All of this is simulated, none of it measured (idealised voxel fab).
Documented hereafter: the process module known as voxel transistor to metal.
cross-section cut | 300 nm wide | cells 5 nm
Cross-section spec: square-cell grid; bands listed top down; each band is one or more rows.
First you get the band's top height and its bottom height, in nm, and then the materials it's made of, left to right, with each width in nm. If you see a single material with "full width", that one covers the band edge to edge. "blank" is empty space.
Heads up on the height convention: 0 is the point under which the incoming wafer is all one material, and the lowest band has no bottom, it just keeps going down, like "0..down".
Note: "30..40" means the width goes from the first number (top row of the band) to the second number (bottom row) in equal steps per row of cells.
Take "left unchanged" at face value: in the step it is given for, the cross-section changed in none of its cells.
Any empty space of 8 cells or more lacking an open way to the top shows up in "Closed void register" as width x height at distance, distance from the left edge, in nm.
On a step's line, text after the settings is the simulator commenting on that step.
"overlay nm" answers the question of how far to the right of plan the mask lay on a step that has a mask, and when it is negative the answer is to the left.
The remainder of this document consists of a sequence of paired cross-sections. Each pair presents the cross-section prior to one process step together with the cross-section following it, the latter being rendered only as deep as the lowest band that underwent change. The intervening step, together with its settings, is stated beneath each pair. Because the pairs may originate from different runs of this module on the same starting wafer, a given pair is to be read as continuing from the preceding pair only where its entry headed "Pre-step profile" so indicates.
[Pre-step profile]
  20..5: blank: 20  SiN: 115  blank: 30  SiN: 115  blank: 20
  5..0: blank: 20  SiO2: 115  blank: 30  SiO2: 115  blank: 20
  0..-50: blank: 20  Si: 115  blank: 30  Si: 115  blank: 20
  -50..down: Si full width
  Closed void register: none
[Post-Step Cross-Section]
  20..5: blank: 20  SiN: 115  blank: 30  SiN: 115  blank: 20
  5..0: blank: 20  SiO2: 115  blank: 30  SiO2: 115  blank: 20
  0..-50: blank: 20  SiO2: 5  Si: 105  SiO2: 5  blank: 30  SiO2: 5  Si: 105  SiO2: 5  blank: 20
  -50..-55: SiO2: 25  Si: 105  SiO2: 40  Si: 105  SiO2: 25
  Heights below -55 show no change.
  Closed void register: none
The step that takes the structure from the upper cross-section to the lower one is OXIDIZE, depth nm 5
Pre-step profile: The pre-step condition corresponds to the post-step cross-section depicted in the pair directly above.
[Post-Step Cross-Section]
  30..20: SiO2 full width
  20..5: SiO2: 20  SiN: 115  SiO2: 30  SiN: 115  SiO2: 20
  5..0: SiO2 full width
  0..-55: SiO2: 25  Si: 105  SiO2: 40  Si: 105  SiO2: 25
  Heights below -55 show no change.
  Closed void register: none
The step that takes the structure from the upper cross-section to the lower one is FILL_DEP, material SiO2, thk nm 10
Pre-step profile: The pre-step condition corresponds to the post-step cross-section depicted in the pair directly above.
[Post-Step Cross-Section]
  20..5: SiO2: 20  SiN: 115  SiO2: 30  SiN: 115  SiO2: 20
  Heights below 5 show no change.
  Closed void register: none
The step that takes the structure from the upper cross-section to the lower one is CMP, height nm 20
Pre-step profile: The pre-step condition corresponds to the post-step cross-section depicted in the pair directly above.
[Post-Step Cross-Section]
  20..15: blank: 20  SiN: 115  blank: 30  SiN: 115  blank: 20
  Heights below 15 show no change.
  Closed void register: none
The step that takes the structure from the upper cross-section to the lower one is SELECTIVE_ETCH, etch materials SiO2, depth nm 5
Pre-step profile: The pre-step condition corresponds to the post-step cross-section depicted in the pair directly above.
[Post-Step Cross-Section]
  15..5: SiO2: 20  blank: 115  SiO2: 30  blank: 115  SiO2: 20
  Heights below 5 show no change.
  Closed void register: none
The step that takes the structure from the upper cross-section to the lower one is STRIP, etch materials SiN
Pre-step profile: The pre-step condition corresponds to the post-step cross-section depicted in the pair directly above.
[Post-Step Cross-Section]
  10..0: SiO2: 15  blank: 125  SiO2: 20  blank: 125  SiO2: 15
  Heights below 0 show no change.
  Closed void register: none
The step that takes the structure from the upper cross-section to the lower one is SELECTIVE_ETCH, etch materials SiO2, depth nm 5
Pre-step profile: The pre-step condition corresponds to the post-step cross-section depicted in the pair directly above.
[Post-Step Cross-Section]
  10..0: SiO2: 15  blank: 125  SiO2: 20  blank: 125  SiO2: 15
  0..-5: SiO2 full width
  Heights below -5 show no change.
  Closed void register: none
The step that takes the structure from the upper cross-section to the lower one is OXIDIZE, depth nm 5
Pre-step profile: The pre-step condition corresponds to the post-step cross-section depicted in the pair directly above.
[Post-Step Cross-Section]
  35..25: polySi: 15  blank: 125  polySi: 20  blank: 125  polySi: 15
  25..10: polySi full width
  10..0: SiO2: 15  polySi: 125  SiO2: 20  polySi: 125  SiO2: 15
  Heights below 0 show no change.
  Closed void register: none
The step that takes the structure from the upper cross-section to the lower one is DIRECTIONAL_DEP, material polySi, thk nm 25
Pre-step profile: The pre-step condition corresponds to the post-step cross-section depicted in the pair directly above.
[Post-Step Cross-Section]
  45..35: SiCN: 15  blank: 125  SiCN: 20  blank: 125  SiCN: 15
  35..25: polySi: 15  SiCN: 125  polySi: 20  SiCN: 125  polySi: 15
  Heights below 25 show no change.
  Closed void register: none
The step that takes the structure from the upper cross-section to the lower one is DIRECTIONAL_DEP, material SiCN, thk nm 10
Pre-step profile: The pre-step condition corresponds to the post-step cross-section depicted in the pair directly above.
[Post-Step Cross-Section]
  35..25: polySi: 15  blank: 50  SiCN: 25  blank: 50  polySi: 20  blank: 50  SiCN: 25  blank: 50  polySi: 15
  Heights below 25 show no change.
  Closed void register: none
The step that takes the structure from the upper cross-section to the lower one is MASKED_ETCH, tone cover, mask id GATE, width nm 25, pitch nm 145, etch materials SiCN, depth nm 20, overlay nm 0
Pre-step profile: The pre-step condition corresponds to the post-step cross-section depicted in the pair directly above.
[Post-Step Cross-Section]
  35..25: blank: 65  SiCN: 25  blank: 120  SiCN: 25  blank: 65
  25..10: blank: 65  polySi: 25  blank: 120  polySi: 25  blank: 65
  10..0: SiO2: 15  blank: 50  polySi: 25  blank: 50  SiO2: 20  blank: 50  polySi: 25  blank: 50  SiO2: 15
  Heights below 0 show no change.
  Closed void register: none
The step that takes the structure from the upper cross-section to the lower one is MASKED_ETCH, tone cover, mask id GATE, width nm 25, pitch nm 145, etch materials polySi, depth nm 35, overlay nm 0
Pre-step profile: The pre-step condition corresponds to the post-step cross-section depicted in the pair directly above.
[Post-Step Cross-Section]
  45..35: blank: 55  SiN: 45  blank: 100  SiN: 45  blank: 55
  35..25: blank: 55  SiN: 10  SiCN: 25  SiN: 10  blank: 100  SiN: 10  SiCN: 25  SiN: 10  blank: 55
  25..20: blank: 55  SiN: 10  polySi: 25  SiN: 10  blank: 100  SiN: 10  polySi: 25  SiN: 10  blank: 55
  20..10: SiN: 25  blank: 30  SiN: 10  polySi: 25  SiN: 10  blank: 30  SiN: 40  blank: 30  SiN: 10  polySi: 25  SiN: 10  blank: 30  SiN: 25
  10..0: SiO2: 15  SiN: 50  polySi: 25  SiN: 50  SiO2: 20  SiN: 50  polySi: 25  SiN: 50  SiO2: 15
  Heights below 0 show no change.
  Closed void register: none
The step that takes the structure from the upper cross-section to the lower one is CONFORMAL_DEP, material SiN, thk nm 10
Pre-step profile: The pre-step condition corresponds to the post-step cross-section depicted in the pair directly above.
[Post-Step Cross-Section]
  35..25: blank: 55  SiN: 10  SiCN: 25  SiN: 10  blank: 100  SiN: 10  SiCN: 25  SiN: 10  blank: 55
  25..10: blank: 55  SiN: 10  polySi: 25  SiN: 10  blank: 100  SiN: 10  polySi: 25  SiN: 10  blank: 55
  10..0: SiO2: 15  SiN: 10  blank: 30  SiN: 10  polySi: 25  SiN: 10  blank: 30  SiN: 10  SiO2: 20  SiN: 10  blank: 30  SiN: 10  polySi: 25  SiN: 10  blank: 30  SiN: 10  SiO2: 15
  Heights below 0 show no change.
  Closed void register: none
The step that takes the structure from the upper cross-section to the lower one is DIRECTIONAL_ETCH, etch materials SiN, depth nm 10
Pre-step profile: The pre-step condition corresponds to the post-step cross-section depicted in the pair directly above.
[Post-Step Cross-Section]
  35..25: blank: 55  SiN: 10  SiCN: 25  SiN: 10  blank: 100  SiN: 10  SiCN: 25  SiN: 10  blank: 55
  25..10: blank: 55  SiN: 10  polySi: 25  SiN: 10  blank: 100  SiN: 10  polySi: 25  SiN: 10  blank: 55
  10..5: blank: 15  SiN: 10  blank: 30  SiN: 10  polySi: 25  SiN: 10  blank: 30  SiN: 10  blank: 20  SiN: 10  blank: 30  SiN: 10  polySi: 25  SiN: 10  blank: 30  SiN: 10  blank: 15
  5..0: SiO2: 15  SiN: 10  blank: 30  SiN: 10  polySi: 25  SiN: 10  blank: 30  SiN: 10  SiO2: 20  SiN: 10  blank: 30  SiN: 10  polySi: 25  SiN: 10  blank: 30  SiN: 10  SiO2: 15
  0..-5: SiO2: 25  blank: 30  SiO2: 45  blank: 30  SiO2: 40  blank: 30  SiO2: 45  blank: 30  SiO2: 25
  Heights below -5 show no change.
  Closed void register: none
The step that takes the structure from the upper cross-section to the lower one is DIRECTIONAL_ETCH, etch materials SiO2, depth nm 5
Pre-step profile: The pre-step condition corresponds to the post-step cross-section depicted in the pair directly above.
[Post-Step Cross-Section]
  35..25: blank: 55  SiN: 10  SiCN: 25  SiN: 10  blank: 100  SiN: 10  SiCN: 25  SiN: 10  blank: 55
  25..10: blank: 55  SiN: 10  polySi: 25  SiN: 10  blank: 100  SiN: 10  polySi: 25  SiN: 10  blank: 55
  10..5: blank: 15  SiN: 10  blank: 30  SiN: 10  polySi: 25  SiN: 10  blank: 30  SiN: 10  blank: 20  SiN: 10  blank: 30  SiN: 10  polySi: 25  SiN: 10  blank: 30  SiN: 10  blank: 15
  5..0: SiO2: 15  SiN: 10  blank: 30  SiN: 10  polySi: 25  SiN: 10  blank: 30  SiN: 10  SiO2: 20  SiN: 10  blank: 30  SiN: 10  polySi: 25  SiN: 10  blank: 30  SiN: 10  SiO2: 15
  0..-5: SiO2: 25  blank: 30  SiO2: 45  blank: 30  SiO2: 40  blank: 30  SiO2: 45  blank: 30  SiO2: 25
  -5..-20: SiO2: 25  blank: 30  Si: 45  blank: 30  SiO2: 40  blank: 30  Si: 45  blank: 30  SiO2: 25
  Heights below -20 show no change.
  Closed void register: none
The step that takes the structure from the upper cross-section to the lower one is DIRECTIONAL_ETCH, etch materials Si, depth nm 15
Pre-step profile: The pre-step condition corresponds to the post-step cross-section depicted in the pair directly above.
[Post-Step Cross-Section]
  35..25: blank: 55  SiN: 10  SiCN: 25  SiN: 10  blank: 100  SiN: 10  SiCN: 25  SiN: 10  blank: 55
  25..15: blank: 55  SiN: 10  polySi: 25  SiN: 10  blank: 100  SiN: 10  polySi: 25  SiN: 10  blank: 55
  15..10: blank: 35  nSi: 20  SiN: 10  polySi: 25  SiN: 10  nSi: 20  blank: 60  nSi: 20  SiN: 10  polySi: 25  SiN: 10  nSi: 20  blank: 35
  10..5: blank: 15  SiN: 10  blank: 10  nSi: 20  SiN: 10  polySi: 25  SiN: 10  nSi: 20  blank: 10  SiN: 10  blank: 20  SiN: 10  blank: 10  nSi: 20  SiN: 10  polySi: 25  SiN: 10  nSi: 20  blank: 10  SiN: 10  blank: 15
  5..0: SiO2: 15  SiN: 10  blank: 10  nSi: 20  SiN: 10  polySi: 25  SiN: 10  nSi: 20  blank: 10  SiN: 10  SiO2: 20  SiN: 10  blank: 10  nSi: 20  SiN: 10  polySi: 25  SiN: 10  nSi: 20  blank: 10  SiN: 10  SiO2: 15
  0..-5: SiO2: 25  nSi: 30  SiO2: 45  nSi: 30  SiO2: 40  nSi: 30  SiO2: 45  nSi: 30  SiO2: 25
  -5..-20: SiO2: 25  nSi: 30  Si: 45  nSi: 30  SiO2: 40  nSi: 30  Si: 45  nSi: 30  SiO2: 25
  Heights below -20 show no change.
  Closed void register: none
The step that takes the structure from the upper cross-section to the lower one is EPI, material nSi, thk nm 20
Pre-step profile: The pre-step condition corresponds to the post-step cross-section depicted in the pair directly above.
[Post-Step Cross-Section]
  45..35: SiO2 full width
  35..25: SiO2: 55  SiN: 10  SiCN: 25  SiN: 10  SiO2: 100  SiN: 10  SiCN: 25  SiN: 10  SiO2: 55
  25..15: SiO2: 55  SiN: 10  polySi: 25  SiN: 10  SiO2: 100  SiN: 10  polySi: 25  SiN: 10  SiO2: 55
  15..10: SiO2: 35  nSi: 20  SiN: 10  polySi: 25  SiN: 10  nSi: 20  SiO2: 60  nSi: 20  SiN: 10  polySi: 25  SiN: 10  nSi: 20  SiO2: 35
  10..0: SiO2: 15  SiN: 10  SiO2: 10  nSi: 20  SiN: 10  polySi: 25  SiN: 10  nSi: 20  SiO2: 10  SiN: 10  SiO2: 20  SiN: 10  SiO2: 10  nSi: 20  SiN: 10  polySi: 25  SiN: 10  nSi: 20  SiO2: 10  SiN: 10  SiO2: 15
  Heights below 0 show no change.
  Closed void register: none
The step that takes the structure from the upper cross-section to the lower one is FILL_DEP, material SiO2, thk nm 10
Pre-step profile: The pre-step condition corresponds to the post-step cross-section depicted in the pair directly above.
[Post-Step Cross-Section]
  35..25: SiO2: 55  SiN: 10  SiCN: 25  SiN: 10  SiO2: 100  SiN: 10  SiCN: 25  SiN: 10  SiO2: 55
  Heights below 25 show no change.
  Closed void register: none
The step that takes the structure from the upper cross-section to the lower one is CMP, height nm 35
Pre-step profile: The pre-step condition corresponds to the post-step cross-section depicted in the pair directly above.
[Post-Step Cross-Section]
  45..35: SiO2 full width
  Heights below 35 show no change.
  Closed void register: none
The step that takes the structure from the upper cross-section to the lower one is DIRECTIONAL_DEP, material SiO2, thk nm 10
Pre-step profile: The pre-step condition corresponds to the post-step cross-section depicted in the pair directly above.
[Post-Step Cross-Section]
  45..35: SiO2: 30  blank: 30  SiO2: 35  blank: 30  SiO2: 50  blank: 30  SiO2: 35  blank: 30  SiO2: 30
  35..25: SiO2: 30  blank: 25  SiN: 10  SiCN: 25  SiN: 10  blank: 25  SiO2: 50  blank: 25  SiN: 10  SiCN: 25  SiN: 10  blank: 25  SiO2: 30
  25..15: SiO2: 30  blank: 25  SiN: 10  polySi: 25  SiN: 10  blank: 25  SiO2: 50  blank: 25  SiN: 10  polySi: 25  SiN: 10  blank: 25  SiO2: 30
  15..10: SiO2: 30  blank: 5  nSi: 20  SiN: 10  polySi: 25  SiN: 10  nSi: 20  blank: 5  SiO2: 50  blank: 5  nSi: 20  SiN: 10  polySi: 25  SiN: 10  nSi: 20  blank: 5  SiO2: 30
  10..0: SiO2: 15  SiN: 10  SiO2: 5  blank: 5  nSi: 20  SiN: 10  polySi: 25  SiN: 10  nSi: 20  blank: 5  SiO2: 5  SiN: 10  SiO2: 20  SiN: 10  SiO2: 5  blank: 5  nSi: 20  SiN: 10  polySi: 25  SiN: 10  nSi: 20  blank: 5  SiO2: 5  SiN: 10  SiO2: 15
  Heights below 0 show no change.
  Closed void register: none
The step that takes the structure from the upper cross-section to the lower one is MASKED_ETCH, tone open, mask id CONTACT, width nm 30, etch materials SiO2, depth nm 45, overlay nm 0
Pre-step profile: The pre-step condition corresponds to the post-step cross-section depicted in the pair directly above.
[Post-Step Cross-Section]
  50..45: TiN: 35  blank: 20  TiN: 45  blank: 20  TiN: 60  blank: 20  TiN: 45  blank: 20  TiN: 35
  45..35: SiO2: 30  TiN: 5  blank: 20..15  TiN: 5..10  SiO2: 35  TiN: 5..10  blank: 20..15  TiN: 5  SiO2: 50  TiN: 5  blank: 20..15  TiN: 5..10  SiO2: 35  TiN: 5..10  blank: 20..15  TiN: 5  SiO2: 30
  35..25: SiO2: 30  TiN: 5  blank: 15  TiN: 5  SiN: 10  SiCN: 25  SiN: 10  TiN: 5  blank: 15  TiN: 5  SiO2: 50  TiN: 5  blank: 15  TiN: 5  SiN: 10  SiCN: 25  SiN: 10  TiN: 5  blank: 15  TiN: 5  SiO2: 30
  25..20: SiO2: 30  TiN: 5  blank: 15  TiN: 5  SiN: 10  polySi: 25  SiN: 10  TiN: 5  blank: 15  TiN: 5  SiO2: 50  TiN: 5  blank: 15  TiN: 5  SiN: 10  polySi: 25  SiN: 10  TiN: 5  blank: 15  TiN: 5  SiO2: 30
  20..15: SiO2: 30  TiN: 25  SiN: 10  polySi: 25  SiN: 10  TiN: 25  SiO2: 50  TiN: 25  SiN: 10  polySi: 25  SiN: 10  TiN: 25  SiO2: 30
  15..10: SiO2: 30  TiN: 5  nSi: 20  SiN: 10  polySi: 25  SiN: 10  nSi: 20  TiN: 5  SiO2: 50  TiN: 5  nSi: 20  SiN: 10  polySi: 25  SiN: 10  nSi: 20  TiN: 5  SiO2: 30
  10..0: SiO2: 15  SiN: 10  SiO2: 5  TiN: 5  nSi: 20  SiN: 10  polySi: 25  SiN: 10  nSi: 20  TiN: 5  SiO2: 5  SiN: 10  SiO2: 20  SiN: 10  SiO2: 5  TiN: 5  nSi: 20  SiN: 10  polySi: 25  SiN: 10  nSi: 20  TiN: 5  SiO2: 5  SiN: 10  SiO2: 15
  Heights below 0 show no change.
  Closed void register: none
The step that takes the structure from the upper cross-section to the lower one is CONFORMAL_DEP, material TiN, thk nm 5
Pre-step profile: The pre-step condition corresponds to the post-step cross-section depicted in the pair directly above.
[Post-Step Cross-Section]
  55..50: Ru full width
  50..45: TiN: 35  Ru: 20  TiN: 45  Ru: 20  TiN: 60  Ru: 20  TiN: 45  Ru: 20  TiN: 35
  45..35: SiO2: 30  TiN: 5  Ru: 20..15  TiN: 5..10  SiO2: 35  TiN: 5..10  Ru: 20..15  TiN: 5  SiO2: 50  TiN: 5  Ru: 20..15  TiN: 5..10  SiO2: 35  TiN: 5..10  Ru: 20..15  TiN: 5  SiO2: 30
  35..25: SiO2: 30  TiN: 5  Ru: 15  TiN: 5  SiN: 10  SiCN: 25  SiN: 10  TiN: 5  Ru: 15  TiN: 5  SiO2: 50  TiN: 5  Ru: 15  TiN: 5  SiN: 10  SiCN: 25  SiN: 10  TiN: 5  Ru: 15  TiN: 5  SiO2: 30
  25..20: SiO2: 30  TiN: 5  Ru: 15  TiN: 5  SiN: 10  polySi: 25  SiN: 10  TiN: 5  Ru: 15  TiN: 5  SiO2: 50  TiN: 5  Ru: 15  TiN: 5  SiN: 10  polySi: 25  SiN: 10  TiN: 5  Ru: 15  TiN: 5  SiO2: 30
  Heights below 20 show no change.
  Closed void register: none
The step that takes the structure from the upper cross-section to the lower one is FILL_DEP, material Ru, thk nm 5
Pre-step profile: The pre-step condition corresponds to the post-step cross-section depicted in the pair directly above.
[Post-Step Cross-Section]
  45..35: SiO2: 30  TiN: 5  Ru: 20..15  TiN: 5..10  SiO2: 35  TiN: 5..10  Ru: 20..15  TiN: 5  SiO2: 50  TiN: 5  Ru: 20..15  TiN: 5..10  SiO2: 35  TiN: 5..10  Ru: 20..15  TiN: 5  SiO2: 30
  Heights below 35 show no change.
  Closed void register: none
The step that takes the structure from the upper cross-section to the lower one is CMP, height nm 45
Pre-step profile: The pre-step condition corresponds to the post-step cross-section depicted in the pair directly above.
[Post-Step Cross-Section]
  50..45: TiN full width
  Heights below 45 show no change.
  Closed void register: none
The step that takes the structure from the upper cross-section to the lower one is DIRECTIONAL_DEP, material TiN, thk nm 5
Pre-step profile: The pre-step condition corresponds to the post-step cross-section depicted in the pair directly above.
[Post-Step Cross-Section]
  65..50: W full width
  Heights below 50 show no change.
  Closed void register: none
The step that takes the structure from the upper cross-section to the lower one is DIRECTIONAL_DEP, material W, thk nm 15
Pre-step profile: The pre-step condition corresponds to the post-step cross-section depicted in the pair directly above.
[Post-Step Cross-Section]
  80..65: blank: 30  resist: 20  blank: 55  resist: 20  blank: 50  resist: 20  blank: 55  resist: 20  blank: 30
  Heights below 65 show no change.
  Closed void register: none
The step that takes the structure from the upper cross-section to the lower one is PATTERN, tone cover, mask id METAL_1, material resist, width nm 20, thk nm 15, overlay nm 0
Pre-step profile: The pre-step condition corresponds to the post-step cross-section depicted in the pair directly above.
[Post-Step Cross-Section]
  80..65: blank: 30  resist: 20  blank: 55  resist: 20  blank: 50  resist: 20  blank: 55  resist: 20  blank: 30
  65..50: blank: 30  W: 20  blank: 55  W: 20  blank: 50  W: 20  blank: 55  W: 20  blank: 30
  Heights below 50 show no change.
  Closed void register: none
The step that takes the structure from the upper cross-section to the lower one is DIRECTIONAL_ETCH, etch materials W, depth nm 15
Pre-step profile: The pre-step condition corresponds to the post-step cross-section depicted in the pair directly above.
[Post-Step Cross-Section]
  80..65: blank: 30  resist: 20  blank: 55  resist: 20  blank: 50  resist: 20  blank: 55  resist: 20  blank: 30
  65..50: blank: 30  W: 20  blank: 55  W: 20  blank: 50  W: 20  blank: 55  W: 20  blank: 30
  50..45: blank: 30  TiN: 20  blank: 55  TiN: 20  blank: 50  TiN: 20  blank: 55  TiN: 20  blank: 30
  Heights below 45 show no change.
  Closed void register: none
The step that takes the structure from the upper cross-section to the lower one is DIRECTIONAL_ETCH, etch materials TiN, depth nm 5
Pre-step profile: The pre-step condition corresponds to the post-step cross-section depicted in the pair directly above.
[Post-Step Cross-Section]
  65..50: blank: 30  W: 20  blank: 55  W: 20  blank: 50  W: 20  blank: 55  W: 20  blank: 30
  Heights below 50 show no change.
  Closed void register: none
The step that takes the structure from the upper cross-section to the lower one is STRIP, etch materials resist
Pre-step profile: The pre-step condition corresponds to the post-step cross-section depicted in the pair directly above.
[Post-Step Cross-Section]
  75..65: lowk full width
  65..50: lowk: 30  W: 20  lowk: 55  W: 20  lowk: 50  W: 20  lowk: 55  W: 20  lowk: 30
  50..45: lowk: 30  TiN: 20  lowk: 55  TiN: 20  lowk: 50  TiN: 20  lowk: 55  TiN: 20  lowk: 30
  Heights below 45 show no change.
  Closed void register: none
The step that takes the structure from the upper cross-section to the lower one is FILL_DEP, material lowk, thk nm 10
Pre-step profile: The pre-step condition corresponds to the post-step cross-section depicted in the pair directly above.
[Post-Step Cross-Section]
  65..50: lowk: 30  W: 20  lowk: 55  W: 20  lowk: 50  W: 20  lowk: 55  W: 20  lowk: 30
  Heights below 50 show no change.
  Closed void register: none
The step that takes the structure from the upper cross-section to the lower one is CMP, height nm 65
Pre-step profile: The pre-step condition corresponds to the post-step cross-section depicted in the pair directly above.
[Post-Step Cross-Section]
  70..65: SiCN full width
  Heights below 65 show no change.
  Closed void register: none
The step that takes the structure from the upper cross-section to the lower one is CONFORMAL_DEP, material SiCN, thk nm 5
Pre-step profile: The pre-step condition corresponds to the post-step cross-section depicted in the pair directly above.
[Post-Step Cross-Section]
  100..70: SiO2 full width
  Heights below 70 show no change.
  Closed void register: none
The step that takes the structure from the upper cross-section to the lower one is DIRECTIONAL_DEP, material SiO2, thk nm 30
Pre-step profile: The pre-step condition corresponds to the post-step cross-section depicted in the pair directly above.
[Post-Step Cross-Section]
  120..100: resist: 30  blank: 15  resist: 130  blank: 15  resist: 110
  Heights below 100 show no change.
  Closed void register: none
The step that takes the structure from the upper cross-section to the lower one is PATTERN, tone open, mask id METAL_2_HOLES, material resist, width nm 15, pitch nm 145, thk nm 20, overlay nm 0
Pre-step profile: The pre-step condition corresponds to the post-step cross-section depicted in the pair directly above.
[Post-Step Cross-Section]
  120..100: resist: 30  blank: 15  resist: 130  blank: 15  resist: 110
  100..70: SiO2: 30  blank: 15  SiO2: 130  blank: 15  SiO2: 110
  Heights below 70 show no change.
  Closed void register: none
The step that takes the structure from the upper cross-section to the lower one is DIRECTIONAL_ETCH, etch materials SiO2, depth nm 30
Pre-step profile: The pre-step condition corresponds to the post-step cross-section depicted in the pair directly above.
[Post-Step Cross-Section]
  100..70: SiO2: 30  blank: 15  SiO2: 130  blank: 15  SiO2: 110
  Heights below 70 show no change.
  Closed void register: none
The step that takes the structure from the upper cross-section to the lower one is STRIP, etch materials resist
Pre-step profile: The pre-step condition corresponds to the post-step cross-section depicted in the pair directly above.
[Post-Step Cross-Section]
  120..100: resist: 30  blank: 20  resist: 125  blank: 20  resist: 105
  Heights below 100 show no change.
  Closed void register: none
The step that takes the structure from the upper cross-section to the lower one is PATTERN, tone open, mask id METAL_2, material resist, width nm 20, pitch nm 145, thk nm 20, overlay nm 0
Pre-step profile: The pre-step condition corresponds to the post-step cross-section depicted in the pair directly above.
[Post-Step Cross-Section]
  120..100: resist: 30  blank: 20  resist: 125  blank: 20  resist: 105
  100..85: SiO2: 30  blank: 20  SiO2: 125  blank: 20  SiO2: 105
  Heights below 85 show no change.
  Closed void register: none
The step that takes the structure from the upper cross-section to the lower one is DIRECTIONAL_ETCH, etch materials SiO2, depth nm 15
Pre-step profile: The pre-step condition corresponds to the post-step cross-section depicted in the pair directly above.
[Post-Step Cross-Section]
  120..100: resist: 30  blank: 20  resist: 125  blank: 20  resist: 105
  100..85: SiO2: 30  blank: 20  SiO2: 125  blank: 20  SiO2: 105
  85..70: SiO2: 30  blank: 15  SiO2: 130  blank: 15  SiO2: 110
  70..65: SiCN: 30  blank: 15  SiCN: 130  blank: 15  SiCN: 110
  Heights below 65 show no change.
  Closed void register: none
The step that takes the structure from the upper cross-section to the lower one is DIRECTIONAL_ETCH, etch materials SiCN, depth nm 5
Pre-step profile: The pre-step condition corresponds to the post-step cross-section depicted in the pair directly above.
[Post-Step Cross-Section]
  100..85: SiO2: 30  blank: 20  SiO2: 125  blank: 20  SiO2: 105
  Heights below 85 show no change.
  Closed void register: none
The step that takes the structure from the upper cross-section to the lower one is STRIP, etch materials resist
Pre-step profile: The pre-step condition corresponds to the post-step cross-section depicted in the pair directly above.
[Post-Step Cross-Section]
  105..100: TiN: 35  blank: 10  TiN: 135  blank: 10  TiN: 110
  100..90: SiO2: 30  TiN: 5  blank: 10  TiN: 5  SiO2: 125  TiN: 5  blank: 10  TiN: 5  SiO2: 105
  90..85: SiO2: 30  TiN: 5  blank: 5  TiN: 10  SiO2: 125  TiN: 5  blank: 5  TiN: 10  SiO2: 105
  85..70: SiO2: 30  TiN: 5  blank: 5  TiN: 5  SiO2: 130  TiN: 5  blank: 5  TiN: 5  SiO2: 110
  70..65: SiCN: 30  TiN: 15  SiCN: 130  TiN: 15  SiCN: 110
  Heights below 65 show no change.
  Closed void register: none
The step that takes the structure from the upper cross-section to the lower one is CONFORMAL_DEP, material TiN, thk nm 5
Pre-step profile: The pre-step condition corresponds to the post-step cross-section depicted in the pair directly above.
[Post-Step Cross-Section]
  110..105: Cu full width
  105..100: TiN: 35  Cu: 10  TiN: 135  Cu: 10  TiN: 110
  100..90: SiO2: 30  TiN: 5  Cu: 10  TiN: 5  SiO2: 125  TiN: 5  Cu: 10  TiN: 5  SiO2: 105
  90..85: SiO2: 30  TiN: 5  Cu: 5  TiN: 10  SiO2: 125  TiN: 5  Cu: 5  TiN: 10  SiO2: 105
  85..70: SiO2: 30  TiN: 5  Cu: 5  TiN: 5  SiO2: 130  TiN: 5  Cu: 5  TiN: 5  SiO2: 110
  Heights below 70 show no change.
  Closed void register: none
The step that takes the structure from the upper cross-section to the lower one is FILL_DEP, material Cu, thk nm 5
Pre-step profile: The pre-step condition corresponds to the post-step cross-section depicted in the pair directly above.
[Post-Step Cross-Section]
  100..90: SiO2: 30  TiN: 5  Cu: 10  TiN: 5  SiO2: 125  TiN: 5  Cu: 10  TiN: 5  SiO2: 105
  Heights below 90 show no change.
  Closed void register: none
The step that takes the structure from the upper cross-section to the lower one is CMP, height nm 100
Pre-step profile: The pre-step condition corresponds to the post-step cross-section depicted in the pair directly above.
[Post-Step Cross-Section]
  105..100: SiCN full width
  Heights below 100 show no change.
  Closed void register: none
The step that takes the structure from the upper cross-section to the lower one is CONFORMAL_DEP, material SiCN, thk nm 5
[Pre-step profile]
  20..15: blank: 20  SiN: 115  blank: 30  SiN: 115  blank: 20
  15..5: SiO2: 20  SiN: 115  SiO2: 30  SiN: 115  SiO2: 20
  5..0: SiO2 full width
  0..-30: SiO2: 25  Si: 105  SiO2: 40  Si: 105  SiO2: 25
  -30..down: Si full width
  Closed void register: none
[Post-Step Cross-Section]
  20..10: blank: 20  SiN: 115  blank: 30  SiN: 115  blank: 20
  Heights below 10 show no change.
  Closed void register: none
The step that takes the structure from the upper cross-section to the lower one is SELECTIVE_ETCH, etch materials SiO2, depth nm 5
Pre-step profile: The pre-step condition corresponds to the post-step cross-section depicted in the pair directly above.
[Post-Step Cross-Section]
  10..5: SiO2: 20  blank: 115  SiO2: 30  blank: 115  SiO2: 20
  Heights below 5 show no change.
  Closed void register: none
The step that takes the structure from the upper cross-section to the lower one is STRIP, etch materials SiN
Pre-step profile: The pre-step condition corresponds to the post-step cross-section depicted in the pair directly above.
[Post-Step Cross-Section]
  35..30: polySi: 20  blank: 115  polySi: 30  blank: 115  polySi: 20
  30..10: polySi full width
  10..5: SiO2: 20  polySi: 115  SiO2: 30  polySi: 115  SiO2: 20
  Heights below 5 show no change.
  Closed void register: none
The step that takes the structure from the upper cross-section to the lower one is DIRECTIONAL_DEP, material polySi, thk nm 25
Pre-step profile: The pre-step condition corresponds to the post-step cross-section depicted in the pair directly above.
[Post-Step Cross-Section]
  45..40: SiCN: 20  blank: 115  SiCN: 30  blank: 115  SiCN: 20
  40..35: SiCN full width
  35..30: polySi: 20  SiCN: 115  polySi: 30  SiCN: 115  polySi: 20
  Heights below 30 show no change.
  Closed void register: none
The step that takes the structure from the upper cross-section to the lower one is DIRECTIONAL_DEP, material SiCN, thk nm 10
Pre-step profile: The pre-step condition corresponds to the post-step cross-section depicted in the pair directly above.
[Post-Step Cross-Section]
  40..35: blank: 65  SiCN: 25  blank: 120  SiCN: 25  blank: 65
  35..30: polySi: 20  blank: 45  SiCN: 25  blank: 45  polySi: 30  blank: 45  SiCN: 25  blank: 45  polySi: 20
  Heights below 30 show no change.
  Closed void register: none
The step that takes the structure from the upper cross-section to the lower one is MASKED_ETCH, tone cover, mask id GATE, width nm 25, pitch nm 145, etch materials SiCN, depth nm 20, overlay nm 0
Pre-step profile: The pre-step condition corresponds to the post-step cross-section depicted in the pair directly above.
[Post-Step Cross-Section]
  40..30: blank: 65  SiCN: 25  blank: 120  SiCN: 25  blank: 65
  30..10: blank: 65  polySi: 25  blank: 120  polySi: 25  blank: 65
  10..5: SiO2: 20  blank: 45  polySi: 25  blank: 45  SiO2: 30  blank: 45  polySi: 25  blank: 45  SiO2: 20
  Heights below 5 show no change.
  Closed void register: none
The step that takes the structure from the upper cross-section to the lower one is MASKED_ETCH, tone cover, mask id GATE, width nm 25, pitch nm 145, etch materials polySi, depth nm 35, overlay nm 0
